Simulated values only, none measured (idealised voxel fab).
process module | voxel self aligned contacts
cross-section cut | 185 nm wide | cells 5 nm
A cross-section is a grid of square cells, given in bands from the top down. A band is one or more rows of cells.
Each band's line starts with the height of the band's top and of its bottom, in nm. Then come its materials from left to right, each with its width in nm. One material with "throughout" fills the band from edge to edge. "air" is empty space.
Height 0 is the level under which the wafer as received is all one material. The lowest band goes on downwards, as in "0 down".
A width such as "30 to 40" changes by the same amount from each row of cells to the next, from the band's top row to its bottom row.
"no change" after a step means that no cell of the cross-section changed.
closed voids: empty space of 8 cells or more with no open way to the top, each as width x height at its distance from the left edge, in nm
after a step's settings: what the simulator itself notes on the step
overlay nm, on a step with a mask: how far to the right of its planned place the mask lay; to the left if negative
plan
1 op RECEIVE | material Si
2 op CONFORMAL_DEP | material SiO2 | thk nm 5
3 op DIRECTIONAL_DEP | material polySi | thk nm 20
4 op DIRECTIONAL_DEP | material SiN | thk nm 15
5 op DIRECTIONAL_DEP | material aC | thk nm 10
6 op PATTERN | tone cover | mask id GATE | material resist | width nm 30 | pitch nm 65 | thk nm 30 | overlay nm 0
7 op DIRECTIONAL_ETCH | etch materials aC | depth nm 10
8 op STRIP | etch materials resist
9 op DIRECTIONAL_ETCH | etch materials SiN | depth nm 15
10 op DIRECTIONAL_ETCH | etch materials polySi | depth nm 20
11 op STRIP | etch materials aC
12 op CONFORMAL_DEP | material SiN | thk nm 5
13 op DIRECTIONAL_ETCH | etch materials SiN | depth nm 5
14 op FILL_DEP | material SiO2 | thk nm 15
15 op CMP | height nm 45
16 op DIRECTIONAL_DEP | material aC | thk nm 15
17 op PATTERN | tone open | mask id CONTACT | material resist | width nm 45 | thk nm 30 | overlay nm 0
18 op DIRECTIONAL_ETCH | etch materials aC | depth nm 15
19 op STRIP | etch materials resist
20 op DIRECTIONAL_ETCH | etch materials SiO2 | depth nm 45
21 op STRIP | etch materials aC
22 op CONFORMAL_DEP | material TiN | thk nm 5
23 op FILL_DEP | material W | thk nm 10
24 op CMP | height nm 45
25 op CONFORMAL_DEP | material SiCN | thk nm 5
as received, after step 1
  0 down: Si throughout
  closed voids: none
a wafer at the end: this start, this plan, one mistake
  50 to 45: SiCN throughout
  45 to 40: SiO2 70 | TiN 15 | W 20 | TiN 10 | SiO2 70
  40 to 25: SiO2 45 | SiN 35 | TiN 5 | W 20 | TiN 5 | SiN 35 | SiO2 40
  25 to 5: SiO2 45 | SiN 5 | polySi 25 | SiN 5 | TiN 5 | W 20 | TiN 5 | SiN 5 | polySi 25 | SiN 5 | SiO2 40
  5 to 0: SiO2 80 | TiN 30 | SiO2 75
  0 down: Si throughout
  closed voids: none
what went wrong: step 6 ran as: op PATTERN | tone cover | mask id GATE | material resist | width nm 25 | pitch nm 65 | thk nm 30 | overlay nm 0
